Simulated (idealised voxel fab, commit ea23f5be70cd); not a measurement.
process module | voxel transistor to metal
The cross-section on display is named cut; it measures 295 nm wide, and its cells are 5 nm squares.
When this document writes out a cross-section, it uses a grid of square cells and lists it as bands, beginning at the top and moving down, with a band standing for one or more rows of cells.
In this notation a band is specified by the heights of its top and bottom, in that order and in nm, after which its materials appear from left to right, each paired with its width in nm. The word "full width" attached to a single material means that material fills the band from edge to edge; the word "empty" stands for empty space.
Where do heights start? At 0: under that level the wafer as delivered is made of one material only. And the lowest band has no floor; it just carries on downward, as in "0..down".
Quick explanation for "30 to 40": the width changes in equal steps down the rows of cells, from the first number in the band's top row to the second number in its bottom row.
Where the words "nothing changed" appear for a step, the cross-section shows no cell changed by that step; every cell remained as before.
In the "Fully sealed cavities" entry, you get each enclosed empty space of 8 cells or more, one with no open way to the top, written width x height at distance, distance from the left edge, in nm.
Text after the settings on a step's line: the simulator's own remark on that step.
Each step line may optionally specify "overlay nm", which for a step with a mask gives the rightward distance between the mask's planned place and where it lay, a negative value indicating the leftward direction.
Read each pair as before and after one process step. The after cross-section shows only down to the lowest band that changed. The step between them and its settings are given below the pair. Pairs can come from different runs of this module on the same starting wafer. A pair continues from the pair above only where its "Pre-step cross-section" entry says so.

### Pre-step cross-section
  55..40 | 25 empty | 15 Ru | 65 empty | 15 Ru | 50 empty | 15 Ru | 65 empty | 15 Ru | 30 empty
  40..35 | 25 empty | 15 TiN | 65 empty | 15 TiN | 50 empty | 15 TiN | 65 empty | 15 TiN | 30 empty
  35..25 | 25 SiO2 | 5 TiN | 5 Ru | 5 TiN | 65 SiO2 | 5 TiN | 5 Ru | 5 TiN | 50 SiO2 | 5 TiN | 5 Ru | 5 TiN | 65 SiO2 | 5 TiN | 5 Ru | 5 TiN | 30 SiO2
  25..10 | 25 SiO2 | 5 TiN | 5 Ru | 5 TiN | 5 SiO2 | 10 SiN | 5 HfO2 | 5 TiN | 15 W | 5 TiN | 5 HfO2 | 10 SiN | 5 SiO2 | 5 TiN | 5 Ru | 5 TiN | 50 SiO2 | 5 TiN | 5 Ru | 5 TiN | 5 SiO2 | 10 SiN | 5 HfO2 | 5 TiN | 15 W | 5 TiN | 5 HfO2 | 10 SiN | 5 SiO2 | 5 TiN | 5 Ru | 5 TiN | 30 SiO2
  10..5 | 25 SiO2 | 15 TiN | 5 SiO2 | 10 SiN | 5 HfO2 | 25 TiN | 5 HfO2 | 10 SiN | 5 SiO2 | 15 TiN | 50 SiO2 | 15 TiN | 5 SiO2 | 10 SiN | 5 HfO2 | 25 TiN | 5 HfO2 | 10 SiN | 5 SiO2 | 15 TiN | 30 SiO2
  5..0 | 10 SiO2 | 10 SiN | 25 pSi | 5 SiO2 | 45 HfO2 | 5 SiO2 | 25 pSi | 10 SiN | 20 SiO2 | 10 SiN | 25 pSi | 5 SiO2 | 45 HfO2 | 5 SiO2 | 25 pSi | 10 SiN | 15 SiO2
  0..-25 | 20 SiO2 | 105 Si | 40 SiO2 | 105 Si | 25 SiO2
  -25..down | Si full width
  Fully sealed cavities: none

### Post-Step Cross-Section
  60..55 | 20 empty | 25 SiN | 55 empty | 25 SiN | 40 empty | 25 SiN | 55 empty | 25 SiN | 25 empty
  55..40 | 20 empty | 5 SiN | 15 Ru | 5 SiN | 55 empty | 5 SiN | 15 Ru | 5 SiN | 40 empty | 5 SiN | 15 Ru | 5 SiN | 55 empty | 5 SiN | 15 Ru | 5 SiN | 25 empty
  40..35 | 25 SiN | 15 TiN | 65 SiN | 15 TiN | 50 SiN | 15 TiN | 65 SiN | 15 TiN | 30 SiN
  All layers under 35 are left as they were.
  Fully sealed cavities: none
Here is the step that sits between the two cross-sections above: CONFORMAL_DEP with material SiN, thk nm 5

Pre-step cross-section: no separate figure, the pair right above already shows it after its step.

### Post-Step Cross-Section
  65..60 | lowk full width
  60..55 | 20 lowk | 25 SiN | 55 lowk | 25 SiN | 40 lowk | 25 SiN | 55 lowk | 25 SiN | 25 lowk
  55..40 | 20 lowk | 5 SiN | 15 Ru | 5 SiN | 55 lowk | 5 SiN | 15 Ru | 5 SiN | 40 lowk | 5 SiN | 15 Ru | 5 SiN | 55 lowk | 5 SiN | 15 Ru | 5 SiN | 25 lowk
  All layers under 40 are left as they were.
  Fully sealed cavities: none
Here is the step that sits between the two cross-sections above: FILL_DEP with material lowk, thk nm 5

Pre-step cross-section: no separate figure, the pair right above already shows it after its step.

### Post-Step Cross-Section
  55..40 | 20 lowk | 5 SiN | 15 Ru | 5 SiN | 55 lowk | 5 SiN | 15 Ru | 5 SiN | 40 lowk | 5 SiN | 15 Ru | 5 SiN | 55 lowk | 5 SiN | 15 Ru | 5 SiN | 25 lowk
  All layers under 40 are left as they were.
  Fully sealed cavities: none
Here is the step that sits between the two cross-sections above: CMP with height nm 55

Pre-step cross-section: no separate figure, the pair right above already shows it after its step.

### Post-Step Cross-Section
  60..55 | SiN full width
  All layers under 55 are left as they were.
  Fully sealed cavities: none
Here is the step that sits between the two cross-sections above: CONFORMAL_DEP with material SiN, thk nm 5

### Pre-step cross-section
  65..60 | lowk full width
  60..55 | 20 lowk | 25 SiN | 55 lowk | 25 SiN | 40 lowk | 25 SiN | 55 lowk | 25 SiN | 25 lowk
  55..40 | 20 lowk | 5 SiN | 15 Ru | 5 SiN | 55 lowk | 5 SiN | 15 Ru | 5 SiN | 40 lowk | 5 SiN | 15 Ru | 5 SiN | 55 lowk | 5 SiN | 15 Ru | 5 SiN | 25 lowk
  40..35 | 25 SiN | 15 TiN | 65 SiN | 15 TiN | 50 SiN | 15 TiN | 65 SiN | 15 TiN | 30 SiN
  35..25 | 25 SiO2 | 5 TiN | 5 Ru | 5 TiN | 65 SiO2 | 5 TiN | 5 Ru | 5 TiN | 50 SiO2 | 5 TiN | 5 Ru | 5 TiN | 65 SiO2 | 5 TiN | 5 Ru | 5 TiN | 30 SiO2
  25..5 | 25 SiO2 | 5 TiN | 5 Ru | 5 TiN | 5 SiO2 | 10 SiN | 5 HfO2 | 5 TiN | 15 W | 5 TiN | 5 HfO2 | 10 SiN | 5 SiO2 | 5 TiN | 5 Ru | 5 TiN | 50 SiO2 | 5 TiN | 5 Ru | 5 TiN | 5 SiO2 | 10 SiN | 5 HfO2 | 5 TiN | 15 W | 5 TiN | 5 HfO2 | 10 SiN | 5 SiO2 | 5 TiN | 5 Ru | 5 TiN | 30 SiO2
  5..0 | 25 SiO2 | 15 TiN | 5 SiO2 | 10 SiN | 5 HfO2 | 25 TiN | 5 HfO2 | 10 SiN | 5 SiO2 | 15 TiN | 50 SiO2 | 15 TiN | 5 SiO2 | 10 SiN | 5 HfO2 | 25 TiN | 5 HfO2 | 10 SiN | 5 SiO2 | 15 TiN | 30 SiO2
  0..-5 | 15 SiO2 | 30 pSi | 5 SiO2 | 45 HfO2 | 5 SiO2 | 30 pSi | 30 SiO2 | 30 pSi | 5 SiO2 | 45 HfO2 | 5 SiO2 | 30 pSi | 20 SiO2
  -5..-25 | 20 SiO2 | 105 Si | 40 SiO2 | 105 Si | 25 SiO2
  -25..down | Si full width
  Fully sealed cavities: none

### Post-Step Cross-Section
  45..40 | 20 lowk | 5 SiN | 15 Ru | 5 SiN | 55 lowk | 5 SiN | 15 Ru | 5 SiN | 40 lowk | 5 SiN | 15 Ru | 5 SiN | 55 lowk | 5 SiN | 15 Ru | 5 SiN | 25 lowk
  All layers under 40 are left as they were.
  Fully sealed cavities: none
Here is the step that sits between the two cross-sections above: CMP with height nm 45

Pre-step cross-section: no separate figure, the pair right above already shows it after its step.

### Post-Step Cross-Section
  50..45 | SiN full width
  All layers under 45 are left as they were.
  Fully sealed cavities: none
Here is the step that sits between the two cross-sections above: CONFORMAL_DEP with material SiN, thk nm 5

### Pre-step cross-section
  70..55 | aC full width
  55..40 | Ru full width
  40..35 | TiN full width
  35..25 | 25 SiO2 | 5 TiN | 5 Ru | 5 TiN | 65 SiO2 | 5 TiN | 5 Ru | 5 TiN | 50 SiO2 | 5 TiN | 5 Ru | 5 TiN | 65 SiO2 | 5 TiN | 5 Ru | 5 TiN | 30 SiO2
  25..5 | 25 SiO2 | 5 TiN | 5 Ru | 5 TiN | 5 SiO2 | 10 SiN | 5 HfO2 | 5 TiN | 15 W | 5 TiN | 5 HfO2 | 10 SiN | 5 SiO2 | 5 TiN | 5 Ru | 5 TiN | 50 SiO2 | 5 TiN | 5 Ru | 5 TiN | 5 SiO2 | 10 SiN | 5 HfO2 | 5 TiN | 15 W | 5 TiN | 5 HfO2 | 10 SiN | 5 SiO2 | 5 TiN | 5 Ru | 5 TiN | 30 SiO2
  5..0 | 25 SiO2 | 15 TiN | 5 SiO2 | 10 SiN | 5 HfO2 | 25 TiN | 5 HfO2 | 10 SiN | 5 SiO2 | 15 TiN | 50 SiO2 | 15 TiN | 5 SiO2 | 10 SiN | 5 HfO2 | 25 TiN | 5 HfO2 | 10 SiN | 5 SiO2 | 15 TiN | 30 SiO2
  0..-5 | 15 SiO2 | 30 pSi | 5 SiO2 | 45 HfO2 | 5 SiO2 | 30 pSi | 30 SiO2 | 30 pSi | 5 SiO2 | 45 HfO2 | 5 SiO2 | 30 pSi | 20 SiO2
  -5..-25 | 20 SiO2 | 105 Si | 40 SiO2 | 105 Si | 25 SiO2
  -25..down | Si full width
  Fully sealed cavities: none

### Post-Step Cross-Section
  100..70 | 20 empty | 25 resist | 55 empty | 25 resist | 40 empty | 25 resist | 55 empty | 25 resist | 25 empty
  All layers under 70 are left as they were.
  Fully sealed cavities: none
Here is the step that sits between the two cross-sections above: PATTERN with tone cover, mask id METAL_1, material resist, width nm 25, thk nm 30, overlay nm 0

Pre-step cross-section: no separate figure, the pair right above already shows it after its step.

### Post-Step Cross-Section
  85..70 | 20 empty | 25 resist | 55 empty | 25 resist | 40 empty | 25 resist | 55 empty | 25 resist | 25 empty
  70..55 | 20 empty | 25 aC | 55 empty | 25 aC | 40 empty | 25 aC | 55 empty | 25 aC | 25 empty
  All layers under 55 are left as they were.
  Fully sealed cavities: none
Here is the step that sits between the two cross-sections above: DIRECTIONAL_ETCH with etch materials aC, depth nm 15

Pre-step cross-section: no separate figure, the pair right above already shows it after its step.

### Post-Step Cross-Section
  70..55 | 20 empty | 25 aC | 55 empty | 25 aC | 40 empty | 25 aC | 55 empty | 25 aC | 25 empty
  All layers under 55 are left as they were.
  Fully sealed cavities: none
Here is the step that sits between the two cross-sections above: STRIP with etch materials resist

Pre-step cross-section: no separate figure, the pair right above already shows it after its step.

### Post-Step Cross-Section
  70..55 | 20 empty | 25 aC | 55 empty | 25 aC | 40 empty | 25 aC | 55 empty | 25 aC | 25 empty
  55..40 | 20 empty | 25 Ru | 55 empty | 25 Ru | 40 empty | 25 Ru | 55 empty | 25 Ru | 25 empty
  All layers under 40 are left as they were.
  Fully sealed cavities: none
Here is the step that sits between the two cross-sections above: DIRECTIONAL_ETCH with etch materials Ru, depth nm 15

Pre-step cross-section: no separate figure, the pair right above already shows it after its step.

### Post-Step Cross-Section
  70..55 | 20 empty | 25 aC | 55 empty | 25 aC | 40 empty | 25 aC | 55 empty | 25 aC | 25 empty
  55..40 | 20 empty | 25 Ru | 55 empty | 25 Ru | 40 empty | 25 Ru | 55 empty | 25 Ru | 25 empty
  40..35 | 20 empty | 25 TiN | 55 empty | 25 TiN | 40 empty | 25 TiN | 55 empty | 25 TiN | 25 empty
  All layers under 35 are left as they were.
  Fully sealed cavities: none
Here is the step that sits between the two cross-sections above: DIRECTIONAL_ETCH with etch materials TiN, depth nm 5

Pre-step cross-section: no separate figure, the pair right above already shows it after its step.

### Post-Step Cross-Section
  55..40 | 20 empty | 25 Ru | 55 empty | 25 Ru | 40 empty | 25 Ru | 55 empty | 25 Ru | 25 empty
  All layers under 40 are left as they were.
  Fully sealed cavities: none
Here is the step that sits between the two cross-sections above: STRIP with etch materials aC

Pre-step cross-section: no separate figure, the pair right above already shows it after its step.

### Post-Step Cross-Section
  60..55 | 15 empty | 35 SiN | 45 empty | 35 SiN | 30 empty | 35 SiN | 45 empty | 35 SiN | 20 empty
  55..40 | 15 empty | 5 SiN | 25 Ru | 5 SiN | 45 empty | 5 SiN | 25 Ru | 5 SiN | 30 empty | 5 SiN | 25 Ru | 5 SiN | 45 empty | 5 SiN | 25 Ru | 5 SiN | 20 empty
  40..35 | 20 SiN | 25 TiN | 55 SiN | 25 TiN | 40 SiN | 25 TiN | 55 SiN | 25 TiN | 25 SiN
  All layers under 35 are left as they were.
  Fully sealed cavities: none
Here is the step that sits between the two cross-sections above: CONFORMAL_DEP with material SiN, thk nm 5

Pre-step cross-section: no separate figure, the pair right above already shows it after its step.

### Post-Step Cross-Section
  65..60 | lowk full width
  60..55 | 15 lowk | 35 SiN | 45 lowk | 35 SiN | 30 lowk | 35 SiN | 45 lowk | 35 SiN | 20 lowk
  55..40 | 15 lowk | 5 SiN | 25 Ru | 5 SiN | 45 lowk | 5 SiN | 25 Ru | 5 SiN | 30 lowk | 5 SiN | 25 Ru | 5 SiN | 45 lowk | 5 SiN | 25 Ru | 5 SiN | 20 lowk
  All layers under 40 are left as they were.
  Fully sealed cavities: none
Here is the step that sits between the two cross-sections above: FILL_DEP with material lowk, thk nm 5

Pre-step cross-section: no separate figure, the pair right above already shows it after its step.

### Post-Step Cross-Section
  55..40 | 15 lowk | 5 SiN | 25 Ru | 5 SiN | 45 lowk | 5 SiN | 25 Ru | 5 SiN | 30 lowk | 5 SiN | 25 Ru | 5 SiN | 45 lowk | 5 SiN | 25 Ru | 5 SiN | 20 lowk
  All layers under 40 are left as they were.
  Fully sealed cavities: none
Here is the step that sits between the two cross-sections above: CMP with height nm 55

Pre-step cross-section: no separate figure, the pair right above already shows it after its step.

### Post-Step Cross-Section
  60..55 | SiN full width
  All layers under 55 are left as they were.
  Fully sealed cavities: none
Here is the step that sits between the two cross-sections above: CONFORMAL_DEP with material SiN, thk nm 5

### Pre-step cross-section
  50..40 | aC full width
  40..30 | SiCN full width
  30..0 | polySi full width
  0..-5 | SiO2 full width
  -5..-25 | 20 SiO2 | 105 Si | 40 SiO2 | 105 Si | 25 SiO2
  -25..down | Si full width
  Fully sealed cavities: none

### Post-Step Cross-Section
  75..50 | 60 empty | 35 resist | 110 empty | 35 resist | 55 empty
  All layers under 50 are left as they were.
  Fully sealed cavities: none
Here is the step that sits between the two cross-sections above: PATTERN with tone cover, mask id GATE, material resist, width nm 35, pitch nm 145, thk nm 25, overlay nm 5

Pre-step cross-section: no separate figure, the pair right above already shows it after its step.

### Post-Step Cross-Section
  65..50 | 60 empty | 35 resist | 110 empty | 35 resist | 55 empty
  50..40 | 60 empty | 35 aC | 110 empty | 35 aC | 55 empty
  All layers under 40 are left as they were.
  Fully sealed cavities: none
Here is the step that sits between the two cross-sections above: DIRECTIONAL_ETCH with etch materials aC, depth nm 10

Pre-step cross-section: no separate figure, the pair right above already shows it after its step.

### Post-Step Cross-Section
  50..40 | 60 empty | 35 aC | 110 empty | 35 aC | 55 empty
  All layers under 40 are left as they were.
  Fully sealed cavities: none
Here is the step that sits between the two cross-sections above: STRIP with etch materials resist

Pre-step cross-section: no separate figure, the pair right above already shows it after its step.

### Post-Step Cross-Section
  50..40 | 60 empty | 35 aC | 110 empty | 35 aC | 55 empty
  40..30 | 60 empty | 35 SiCN | 110 empty | 35 SiCN | 55 empty
  All layers under 30 are left as they were.
  Fully sealed cavities: none
Here is the step that sits between the two cross-sections above: DIRECTIONAL_ETCH with etch materials SiCN, depth nm 20

Pre-step cross-section: no separate figure, the pair right above already shows it after its step.

### Post-Step Cross-Section
  50..40 | 60 empty | 35 aC | 110 empty | 35 aC | 55 empty
  40..30 | 60 empty | 35 SiCN | 110 empty | 35 SiCN | 55 empty
  30..0 | 60 empty | 35 polySi | 110 empty | 35 polySi | 55 empty
  All layers under 0 are left as they were.
  Fully sealed cavities: none
Here is the step that sits between the two cross-sections above: DIRECTIONAL_ETCH with etch materials polySi, depth nm 40

Pre-step cross-section: no separate figure, the pair right above already shows it after its step.

### Post-Step Cross-Section
  40..30 | 60 empty | 35 SiCN | 110 empty | 35 SiCN | 55 empty
  All layers under 30 are left as they were.
  Fully sealed cavities: none
Here is the step that sits between the two cross-sections above: STRIP with etch materials aC

Pre-step cross-section: no separate figure, the pair right above already shows it after its step.

### Post-Step Cross-Section
  50..40 | 50 empty | 55 SiN | 90 empty | 55 SiN | 45 empty
  40..30 | 50 empty | 10 SiN | 35 SiCN | 10 SiN | 90 empty | 10 SiN | 35 SiCN | 10 SiN | 45 empty
  30..10 | 50 empty | 10 SiN | 35 polySi | 10 SiN | 90 empty | 10 SiN | 35 polySi | 10 SiN | 45 empty
  10..0 | 60 SiN | 35 polySi | 110 SiN | 35 polySi | 55 SiN
  All layers under 0 are left as they were.
  Fully sealed cavities: none
Here is the step that sits between the two cross-sections above: CONFORMAL_DEP with material SiN, thk nm 10

Pre-step cross-section: no separate figure, the pair right above already shows it after its step.

### Post-Step Cross-Section
  40..30 | 50 empty | 10 SiN | 35 SiCN | 10 SiN | 90 empty | 10 SiN | 35 SiCN | 10 SiN | 45 empty
  30..0 | 50 empty | 10 SiN | 35 polySi | 10 SiN | 90 empty | 10 SiN | 35 polySi | 10 SiN | 45 empty
  All layers under 0 are left as they were.
  Fully sealed cavities: none
Here is the step that sits between the two cross-sections above: DIRECTIONAL_ETCH with etch materials SiN, depth nm 10

Pre-step cross-section: no separate figure, the pair right above already shows it after its step.

### Post-Step Cross-Section
  40..30 | 50 empty | 10 SiN | 35 SiCN | 10 SiN | 90 empty | 10 SiN | 35 SiCN | 10 SiN | 45 empty
  30..0 | 50 empty | 10 SiN | 35 polySi | 10 SiN | 90 empty | 10 SiN | 35 polySi | 10 SiN | 45 empty
  0..-5 | 50 empty | 55 SiO2 | 90 empty | 55 SiO2 | 45 empty
  All layers under -5 are left as they were.
  Fully sealed cavities: none
Here is the step that sits between the two cross-sections above: DIRECTIONAL_ETCH with etch materials SiO2, depth nm 5

Pre-step cross-section: no separate figure, the pair right above already shows it after its step.

### Post-Step Cross-Section
  40..30 | 50 empty | 10 SiN | 35 SiCN | 10 SiN | 90 empty | 10 SiN | 35 SiCN | 10 SiN | 45 empty
  30..0 | 50 empty | 10 SiN | 35 polySi | 10 SiN | 90 empty | 10 SiN | 35 polySi | 10 SiN | 45 empty
  0..-5 | 15 empty | 35 pSi | 55 SiO2 | 25 pSi | 30 empty | 35 pSi | 55 SiO2 | 25 pSi | 20 empty
  All layers under -5 are left as they were.
  Fully sealed cavities: none
Here is the step that sits between the two cross-sections above: EPI with material pSi, thk nm 5

Pre-step cross-section: no separate figure, the pair right above already shows it after its step.

### Post-Step Cross-Section
  50..40 | SiO2 full width
  40..30 | 50 SiO2 | 10 SiN | 35 SiCN | 10 SiN | 90 SiO2 | 10 SiN | 35 SiCN | 10 SiN | 45 SiO2
  30..0 | 50 SiO2 | 10 SiN | 35 polySi | 10 SiN | 90 SiO2 | 10 SiN | 35 polySi | 10 SiN | 45 SiO2
  0..-5 | 15 SiO2 | 35 pSi | 55 SiO2 | 25 pSi | 30 SiO2 | 35 pSi | 55 SiO2 | 25 pSi | 20 SiO2
  All layers under -5 are left as they were.
  Fully sealed cavities: none
Here is the step that sits between the two cross-sections above: FILL_DEP with material SiO2, thk nm 10

Pre-step cross-section: no separate figure, the pair right above already shows it after its step.

### Post-Step Cross-Section
  30..0 | 50 SiO2 | 10 SiN | 35 polySi | 10 SiN | 90 SiO2 | 10 SiN | 35 polySi | 10 SiN | 45 SiO2
  All layers under 0 are left as they were.
  Fully sealed cavities: none
Here is the step that sits between the two cross-sections above: CMP with height nm 30

Pre-step cross-section: no separate figure, the pair right above already shows it after its step.

### Post-Step Cross-Section
  30..0 | 50 SiO2 | 10 SiN | 35 empty | 10 SiN | 90 SiO2 | 10 SiN | 35 empty | 10 SiN | 45 SiO2
  All layers under 0 are left as they were.
  Fully sealed cavities: none
Here is the step that sits between the two cross-sections above: STRIP with etch materials polySi

Pre-step cross-section: no separate figure, the pair right above already shows it after its step.

### Post-Step Cross-Section
  30..25 | 50 empty | 10 SiN | 35 empty | 10 SiN | 90 empty | 10 SiN | 35 empty | 10 SiN | 45 empty
  25..0 | 50 SiO2 | 10 SiN | 35 empty | 10 SiN | 90 SiO2 | 10 SiN | 35 empty | 10 SiN | 45 SiO2
  0..-5 | 15 SiO2 | 35 pSi | 5 SiO2 | 45 empty | 5 SiO2 | 25 pSi | 30 SiO2 | 35 pSi | 5 SiO2 | 45 empty | 5 SiO2 | 25 pSi | 20 SiO2
  All layers under -5 are left as they were.
  Fully sealed cavities: none
Here is the step that sits between the two cross-sections above: SELECTIVE_ETCH with etch materials SiO2, depth nm 5

Pre-step cross-section: no separate figure, the pair right above already shows it after its step.

### Post-Step Cross-Section
  35..30 | 45 empty | 20 HfO2 | 25 empty | 20 HfO2 | 80 empty | 20 HfO2 | 25 empty | 20 HfO2 | 40 empty
  30..25 | 50 HfO2 | 10 SiN | 5 HfO2 | 25 empty | 5 HfO2 | 10 SiN | 90 HfO2 | 10 SiN | 5 HfO2 | 25 empty | 5 HfO2 | 10 SiN | 45 HfO2
  25..0 | 50 SiO2 | 10 SiN | 5 HfO2 | 25 empty | 5 HfO2 | 10 SiN | 90 SiO2 | 10 SiN | 5 HfO2 | 25 empty | 5 HfO2 | 10 SiN | 45 SiO2
  0..-5 | 15 SiO2 | 35 pSi | 5 SiO2 | 45 HfO2 | 5 SiO2 | 25 pSi | 30 SiO2 | 35 pSi | 5 SiO2 | 45 HfO2 | 5 SiO2 | 25 pSi | 20 SiO2
  All layers under -5 are left as they were.
  Fully sealed cavities: none
Here is the step that sits between the two cross-sections above: CONFORMAL_DEP with material HfO2, thk nm 5

Pre-step cross-section: no separate figure, the pair right above already shows it after its step.

### Post-Step Cross-Section
  40..35 | 40 empty | 30 TiN | 15 empty | 30 TiN | 70 empty | 30 TiN | 15 empty | 30 TiN | 35 empty
  35..30 | 45 TiN | 20 HfO2 | 5 TiN | 15 empty | 5 TiN | 20 HfO2 | 80 TiN | 20 HfO2 | 5 TiN | 15 empty | 5 TiN | 20 HfO2 | 40 TiN
  30..25 | 50 HfO2 | 10 SiN | 5 HfO2 | 5 TiN | 15 empty | 5 TiN | 5 HfO2 | 10 SiN | 90 HfO2 | 10 SiN | 5 HfO2 | 5 TiN | 15 empty | 5 TiN | 5 HfO2 | 10 SiN | 45 HfO2
  25..5 | 50 SiO2 | 10 SiN | 5 HfO2 | 5 TiN | 15 empty | 5 TiN | 5 HfO2 | 10 SiN | 90 SiO2 | 10 SiN | 5 HfO2 | 5 TiN | 15 empty | 5 TiN | 5 HfO2 | 10 SiN | 45 SiO2
  5..0 | 50 SiO2 | 10 SiN | 5 HfO2 | 25 TiN | 5 HfO2 | 10 SiN | 90 SiO2 | 10 SiN | 5 HfO2 | 25 TiN | 5 HfO2 | 10 SiN | 45 SiO2
  All layers under 0 are left as they were.
  Fully sealed cavities: none
Here is the step that sits between the two cross-sections above: CONFORMAL_DEP with material TiN, thk nm 5

Pre-step cross-section: no separate figure, the pair right above already shows it after its step.

### Post-Step Cross-Section
  50..40 | W full width
  40..35 | 40 W | 30 TiN | 15 W | 30 TiN | 70 W | 30 TiN | 15 W | 30 TiN | 35 W
  35..30 | 45 TiN | 20 HfO2 | 5 TiN | 15 W | 5 TiN | 20 HfO2 | 80 TiN | 20 HfO2 | 5 TiN | 15 W | 5 TiN | 20 HfO2 | 40 TiN
  30..25 | 50 HfO2 | 10 SiN | 5 HfO2 | 5 TiN | 15 W | 5 TiN | 5 HfO2 | 10 SiN | 90 HfO2 | 10 SiN | 5 HfO2 | 5 TiN | 15 W | 5 TiN | 5 HfO2 | 10 SiN | 45 HfO2
  25..5 | 50 SiO2 | 10 SiN | 5 HfO2 | 5 TiN | 15 W | 5 TiN | 5 HfO2 | 10 SiN | 90 SiO2 | 10 SiN | 5 HfO2 | 5 TiN | 15 W | 5 TiN | 5 HfO2 | 10 SiN | 45 SiO2
  All layers under 5 are left as they were.
  Fully sealed cavities: none
Here is the step that sits between the two cross-sections above: FILL_DEP with material W, thk nm 10

Pre-step cross-section: no separate figure, the pair right above already shows it after its step.

### Post-Step Cross-Section
  25..5 | 50 SiO2 | 10 SiN | 5 HfO2 | 5 TiN | 15 W | 5 TiN | 5 HfO2 | 10 SiN | 90 SiO2 | 10 SiN | 5 HfO2 | 5 TiN | 15 W | 5 TiN | 5 HfO2 | 10 SiN | 45 SiO2
  All layers under 5 are left as they were.
  Fully sealed cavities: none
Here is the step that sits between the two cross-sections above: CMP with height nm 25

Pre-step cross-section: no separate figure, the pair right above already shows it after its step.

### Post-Step Cross-Section
  35..25 | SiO2 full width
  All layers under 25 are left as they were.
  Fully sealed cavities: none
Here is the step that sits between the two cross-sections above: DIRECTIONAL_DEP with material SiO2, thk nm 10

Pre-step cross-section: no separate figure, the pair right above already shows it after its step.

### Post-Step Cross-Section
  35..25 | 25 SiO2 | 15 empty | 65 SiO2 | 15 empty | 50 SiO2 | 15 empty | 65 SiO2 | 15 empty | 30 SiO2
  25..5 | 25 SiO2 | 15 empty | 10 SiO2 | 10 SiN | 5 HfO2 | 5 TiN | 15 W | 5 TiN | 5 HfO2 | 10 SiN | 15 empty | 50 SiO2 | 15 empty | 10 SiO2 | 10 SiN | 5 HfO2 | 5 TiN | 15 W | 5 TiN | 5 HfO2 | 10 SiN | 15 empty | 30 SiO2
  5..0 | 25 SiO2 | 15 empty | 10 SiO2 | 10 SiN | 5 HfO2 | 25 TiN | 5 HfO2 | 10 SiN | 15 empty | 50 SiO2 | 15 empty | 10 SiO2 | 10 SiN | 5 HfO2 | 25 TiN | 5 HfO2 | 10 SiN | 15 empty | 30 SiO2
  All layers under 0 are left as they were.
  Fully sealed cavities: none
Here is the step that sits between the two cross-sections above: MASKED_ETCH with tone open, mask id CONTACT, width nm 15, etch materials SiO2, depth nm 35, overlay nm 0

Pre-step cross-section: no separate figure, the pair right above already shows it after its step.

### Post-Step Cross-Section
  40..35 | 30 TiN | 5 empty | 75 TiN | 5 empty | 60 TiN | 5 empty | 75 TiN | 5 empty | 35 TiN
  35..25 | 25 SiO2 | 5 TiN | 5 empty | 5 TiN | 65 SiO2 | 5 TiN | 5 empty | 5 TiN | 50 SiO2 | 5 TiN | 5 empty | 5 TiN | 65 SiO2 | 5 TiN | 5 empty | 5 TiN | 30 SiO2
  25..5 | 25 SiO2 | 5 TiN | 5 empty | 5 TiN | 10 SiO2 | 10 SiN | 5 HfO2 | 5 TiN | 15 W | 5 TiN | 5 HfO2 | 10 SiN | 5 TiN | 5 empty | 5 TiN | 50 SiO2 | 5 TiN | 5 empty | 5 TiN | 10 SiO2 | 10 SiN | 5 HfO2 | 5 TiN | 15 W | 5 TiN | 5 HfO2 | 10 SiN | 5 TiN | 5 empty | 5 TiN | 30 SiO2
  5..0 | 25 SiO2 | 15 TiN | 10 SiO2 | 10 SiN | 5 HfO2 | 25 TiN | 5 HfO2 | 10 SiN | 15 TiN | 50 SiO2 | 15 TiN | 10 SiO2 | 10 SiN | 5 HfO2 | 25 TiN | 5 HfO2 | 10 SiN | 15 TiN | 30 SiO2
  All layers under 0 are left as they were.
  Fully sealed cavities: none
Here is the step that sits between the two cross-sections above: CONFORMAL_DEP with material TiN, thk nm 5

Pre-step cross-section: no separate figure, the pair right above already shows it after its step.

### Post-Step Cross-Section
  45..40 | Ru full width
  40..35 | 30 TiN | 5 Ru | 75 TiN | 5 Ru | 60 TiN | 5 Ru | 75 TiN | 5 Ru | 35 TiN
  35..25 | 25 SiO2 | 5 TiN | 5 Ru | 5 TiN | 65 SiO2 | 5 TiN | 5 Ru | 5 TiN | 50 SiO2 | 5 TiN | 5 Ru | 5 TiN | 65 SiO2 | 5 TiN | 5 Ru | 5 TiN | 30 SiO2
  25..5 | 25 SiO2 | 5 TiN | 5 Ru | 5 TiN | 10 SiO2 | 10 SiN | 5 HfO2 | 5 TiN | 15 W | 5 TiN | 5 HfO2 | 10 SiN | 5 TiN | 5 Ru | 5 TiN | 50 SiO2 | 5 TiN | 5 Ru | 5 TiN | 10 SiO2 | 10 SiN | 5 HfO2 | 5 TiN | 15 W | 5 TiN | 5 HfO2 | 10 SiN | 5 TiN | 5 Ru | 5 TiN | 30 SiO2
  All layers under 5 are left as they were.
  Fully sealed cavities: none
Here is the step that sits between the two cross-sections above: FILL_DEP with material Ru, thk nm 5

Pre-step cross-section: no separate figure, the pair right above already shows it after its step.

### Post-Step Cross-Section
  35..25 | 25 SiO2 | 5 TiN | 5 Ru | 5 TiN | 65 SiO2 | 5 TiN | 5 Ru | 5 TiN | 50 SiO2 | 5 TiN | 5 Ru | 5 TiN | 65 SiO2 | 5 TiN | 5 Ru | 5 TiN | 30 SiO2
  All layers under 25 are left as they were.
  Fully sealed cavities: none
Here is the step that sits between the two cross-sections above: CMP with height nm 35

Pre-step cross-section: no separate figure, the pair right above already shows it after its step.

### Post-Step Cross-Section
  40..35 | TiN full width
  All layers under 35 are left as they were.
  Fully sealed cavities: none
Here is the step that sits between the two cross-sections above: DIRECTIONAL_DEP with material TiN, thk nm 5

Pre-step cross-section: no separate figure, the pair right above already shows it after its step.

### Post-Step Cross-Section
  55..40 | Ru full width
  All layers under 40 are left as they were.
  Fully sealed cavities: none
Here is the step that sits between the two cross-sections above: DIRECTIONAL_DEP with material Ru, thk nm 15

Pre-step cross-section: no separate figure, the pair right above already shows it after its step.

### Post-Step Cross-Section
  70..55 | aC full width
  All layers under 55 are left as they were.
  Fully sealed cavities: none
Here is the step that sits between the two cross-sections above: DIRECTIONAL_DEP with material aC, thk nm 15

Pre-step cross-section: no separate figure, the pair right above already shows it after its step.

### Post-Step Cross-Section
  100..70 | 25 empty | 15 resist | 65 empty | 15 resist | 50 empty | 15 resist | 65 empty | 15 resist | 30 empty
  All layers under 70 are left as they were.
  Fully sealed cavities: none
Here is the step that sits between the two cross-sections above: PATTERN with tone cover, mask id METAL_1, material resist, width nm 15, thk nm 30, overlay nm 0
